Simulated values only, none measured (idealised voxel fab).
Process module name: voxel gate over fins
Each square cell in cross-section cut measures 5 nm, and the section as a whole is 215 nm wide.
A cross-section is a grid of square cells, given in bands from the top down. A band is one or more rows of cells.
For a band, the entry starts with two heights in nm, that of the top and then that of the bottom, and carries on with the band's materials in order from left to right, each alongside its width in nm; the word "everywhere" beside a single material means it fills the band edge to edge, and "air" means empty space.
Height datum 0, below which the as-received substrate wafer is one material. Lowest band open at the bottom, running downward: "0 nm and below".
Width: "30->40" (first number = top row, second number = bottom row, same change from row to row of cells).
No cell of the cross-section changed in a step that is given as "left unchanged".
You'll see "Voids, enclosed" listing empty spaces that have no way open to the top, as long as they're 8 cells or more; the notation is width x height at distance, where the distance is from the left edge, and all of it is in nm.
What comes after the settings on a step's line is commentary from the simulator itself on that step.
When a step includes a mask, the "overlay nm" setting on its line states how far to the right of its planned place that mask lay, and negative values state how far to the left.

So here's the lineup of process steps we planned:
1: RECEIVE,material Si
2: CONFORMAL_DEP,material SiN,thk nm 10
3: PATTERN,tone cover,mask id FINS,material resist,width nm 15,pitch nm 40,thk nm 15,overlay nm 0
4: DIRECTIONAL_ETCH,etch materials SiN,depth nm 10
5: DIRECTIONAL_ETCH,etch materials Si,depth nm 40
6: STRIP,etch materials resist
7: FILL_DEP,material SiO2,thk nm 15
8: CMP,height nm 10
9: SELECTIVE_ETCH,etch materials SiO2,depth nm 20
10: STRIP,etch materials SiN
11: CONFORMAL_DEP,material HfO2,thk nm 5
12: CONFORMAL_DEP,material TiN,thk nm 5
13: CONFORMAL_DEP,material TiAl,thk nm 5
14: CONFORMAL_DEP,material TiN,thk nm 5
15: FILL_DEP,material W,thk nm 15
16: CMP,height nm 30
17: CONFORMAL_DEP,material SiN,thk nm 10

Wafer as received: cross-section following step 1:
	0 nm and below = Si everywhere
	Voids, enclosed: none

Wafer cross-section at module end: first of two, run to plan:
	40 nm to 30 nm = SiN everywhere
	30 nm to 20 nm = W everywhere
	20 nm to 15 nm = W (20) / TiN (175) / W (20)
	15 nm to 10 nm = W (20) / TiN (5) / TiAl (165) / TiN (5) / W (20)
	10 nm to 5 nm = TiN (25) / TiAl (5) / TiN (35) / TiAl (5) / TiN (35) / TiAl (5) / TiN (35) / TiAl (5) / TiN (35) / TiAl (5) / TiN (25)
	5 nm to 0 nm = TiAl (30) / TiN (5) / HfO2 (25) / TiN (5) / TiAl (5) / TiN (5) / HfO2 (25) / TiN (5) / TiAl (5) / TiN (5) / HfO2 (25) / TiN (5) / TiAl (5) / TiN (5) / HfO2 (25) / TiN (5) / TiAl (30)
	0 nm to -5 nm = TiN (35) / HfO2 (5) / Si (15) / HfO2 (5) / TiN (15) / HfO2 (5) / Si (15) / HfO2 (5) / TiN (15) / HfO2 (5) / Si (15) / HfO2 (5) / TiN (15) / HfO2 (5) / Si (15) / HfO2 (5) / TiN (35)
	-5 nm to -10 nm = HfO2 (40) / Si (15) / HfO2 (25) / Si (15) / HfO2 (25) / Si (15) / HfO2 (25) / Si (15) / HfO2 (40)
	-10 nm to -40 nm = SiO2 (40) / Si (15) / SiO2 (25) / Si (15) / SiO2 (25) / Si (15) / SiO2 (25) / Si (15) / SiO2 (40)
	-40 nm and below = Si everywhere
	Voids, enclosed: none

second wafer at the end: like start, like plan, one mistake:
	40 nm to 30 nm = SiN everywhere
	30 nm to 20 nm = W everywhere
	20 nm to 15 nm = W (20) / TiN (180) / W (15)
	15 nm to 10 nm = W (20) / TiN (5) / TiAl (170) / TiN (5) / W (15)
	10 nm to 5 nm = TiN (25) / TiAl (5) / TiN (160) / TiAl (5) / TiN (20)
	5 nm to 0 nm = TiAl (30) / TiN (5) / HfO2 (30) / TiN (10) / HfO2 (30) / TiN (10) / HfO2 (30) / TiN (10) / HfO2 (30) / TiN (5) / TiAl (25)
	0 nm to -5 nm = TiN (35) / HfO2 (5) / Si (20) / HfO2 (5) / TiN (10) / HfO2 (5) / Si (20) / HfO2 (5) / TiN (10) / HfO2 (5) / Si (20) / HfO2 (5) / TiN (10) / HfO2 (5) / Si (20) / HfO2 (5) / TiN (30)
	-5 nm to -10 nm = HfO2 (40) / Si (20) / HfO2 (20) / Si (20) / HfO2 (20) / Si (20) / HfO2 (20) / Si (20) / HfO2 (35)
	-10 nm to -40 nm = SiO2 (40) / Si (20) / SiO2 (20) / Si (20) / SiO2 (20) / Si (20) / SiO2 (20) / Si (20) / SiO2 (35)
	-40 nm and below = Si everywhere
	Voids, enclosed: none
So what did we get wrong on this run? off-plan run, step 3, actual operation and settings PATTERN,tone cover,mask id FINS,material resist,width nm 20,pitch nm 40,thk nm 15,overlay nm 0
End check, counted in cells, second wafer has more or fewer of these materials than the first: 32 more of Si, 24 fewer of SiO2, 6 fewer of TiAl, 2 fewer of W
